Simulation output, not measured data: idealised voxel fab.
Presented below is a process module, voxel capacitor over wiring.
Shown is cross-section cut, with a width of 160 nm and square cells of size 5 nm.
Reading order for cross-sections: top band down to bottom band. Underlying form: a grid of square cells. Band size: one or more rows of cells. A band entry consists of two parts. The first gives the height of the band's top and the height of its bottom, in nm. The rest lists the band's materials from left to right, each with its width in nm. A single material labelled with the word "full width" fills the band from edge to edge, and the word "air" marks empty space. Ref level 0: as-received wafer is one material below here. Bottom band extends down with no lower bound ("from 0 down"). Width "30 to 40": first value at the band's top row of cells, second value at its bottom row, equal change from row to row. "nothing different" for a step: no cell of the cross-section changed in that step. Under "Closed void roster" you'll find the enclosed gaps, the ones with no way out to the top, that are 8 cells or bigger; each reads width x height at distance, with distance counted from the left edge, everything in nm. It should be noted that, on the line of a given step, the content following the step's settings is a remark produced by the simulator itself with respect to that step. overlay nm: step with mask; distance mask lay right of planned place; negative value = left of planned place.

Planned process steps
step 1: RECEIVE | material Si
step 2: CONFORMAL_DEP | material SiO2 | thk nm 15
step 3: DIRECTIONAL_DEP | material TiN | thk nm 5
step 4: DIRECTIONAL_DEP | material W | thk nm 25
step 5: DIRECTIONAL_DEP | material aC | thk nm 10
step 6: PATTERN | tone cover | mask id METAL_1 | material resist | width nm 20 | pitch nm 70 | thk nm 25 | overlay nm 0
step 7: DIRECTIONAL_ETCH | etch materials aC | depth nm 10
step 8: STRIP | etch materials resist
step 9: DIRECTIONAL_ETCH | etch materials W | depth nm 25
step 10: DIRECTIONAL_ETCH | etch materials TiN | depth nm 5
step 11: STRIP | etch materials aC
step 12: FILL_DEP | material SiO2 | thk nm 5
step 13: CMP | height nm 45
step 14: CONFORMAL_DEP | material SiCN | thk nm 5
step 15: DIRECTIONAL_DEP | material lowk | thk nm 10
step 16: MASKED_ETCH | tone open | mask id PLUG_1 | width nm 15 | etch materials lowk | depth nm 10 | overlay nm 0
step 17: MASKED_ETCH | tone open | mask id PLUG_1 | width nm 15 | etch materials SiCN | depth nm 5 | overlay nm 0
step 18: EPI | material Ru | thk nm 10
step 19: EPI | material Ru | thk nm 5
step 20: DIRECTIONAL_DEP | material TiN | thk nm 10
step 21: DIRECTIONAL_DEP | material SiN | thk nm 5
step 22: DIRECTIONAL_DEP | material TiN | thk nm 10
step 23: DIRECTIONAL_DEP | material aC | thk nm 10
step 24: PATTERN | tone cover | mask id UPPER_PLATE | material resist | width nm 55 | thk nm 30 | overlay nm 0
step 25: DIRECTIONAL_ETCH | etch materials aC | depth nm 10
step 26: STRIP | etch materials resist
step 27: DIRECTIONAL_ETCH | etch materials TiN | depth nm 10
step 28: DIRECTIONAL_ETCH | etch materials SiN | depth nm 5
step 29: STRIP | etch materials aC
step 30: PATTERN | tone cover | mask id LOWER_PLATE | material resist | width nm 65 | thk nm 20 | overlay nm 0
step 31: DIRECTIONAL_ETCH | etch materials TiN | depth nm 10
step 32: STRIP | etch materials resist
step 33: FILL_DEP | material SiO2 | thk nm 15
step 34: CMP | height nm 95
step 35: PATTERN | tone open | mask id PLUG_2 | material resist | width nm 15 | thk nm 15 | overlay nm 0
step 36: DIRECTIONAL_ETCH | etch materials SiO2 | depth nm 10
step 37: STRIP | etch materials resist
step 38: CONFORMAL_DEP | material TiN | thk nm 5
step 39: FILL_DEP | material W | thk nm 10
step 40: CMP | height nm 95
step 41: CONFORMAL_DEP | material SiCN | thk nm 5

Wafer cross-section on receipt, i.e. after step 1
  from 0 down = Si full width
  Closed void roster: none

Look at the cross-section after the module: the wafer started out the way shown above and the plan was the one shown above, yet one mistake was made along the way
  from 100 to 95 = SiCN full width
  from 95 to 90 = W: 45 / TiN: 5 / SiO2: 15 / TiN: 5 / W: 90
  from 90 to 85 = TiN: 50 / SiO2: 15 / TiN: 95
  from 85 to 75 = SiO2: 40 / TiN: 55 / SiO2: 65
  from 75 to 70 = SiO2: 40 / SiN: 55 / SiO2: 65
  from 70 to 60 = SiO2: 35 / TiN: 65 / SiO2: 60
  from 60 to 50 = lowk: 40 / Ru: 15 / lowk: 105
  from 50 to 45 = SiCN: 40 / Ru: 15 / SiCN: 105
  from 45 to 20 = SiO2: 35 / W: 20 / SiO2: 50 / W: 20 / SiO2: 35
  from 20 to 15 = SiO2: 35 / TiN: 20 / SiO2: 50 / TiN: 20 / SiO2: 35
  from 15 to 0 = SiO2 full width
  from 0 down = Si full width
  Closed void roster: none
Run error: the process deviated at step 35: the operation and settings actually run there were PATTERN | tone cover | mask id PLUG_2 | material resist | width nm 15 | thk nm 15 | overlay nm 0
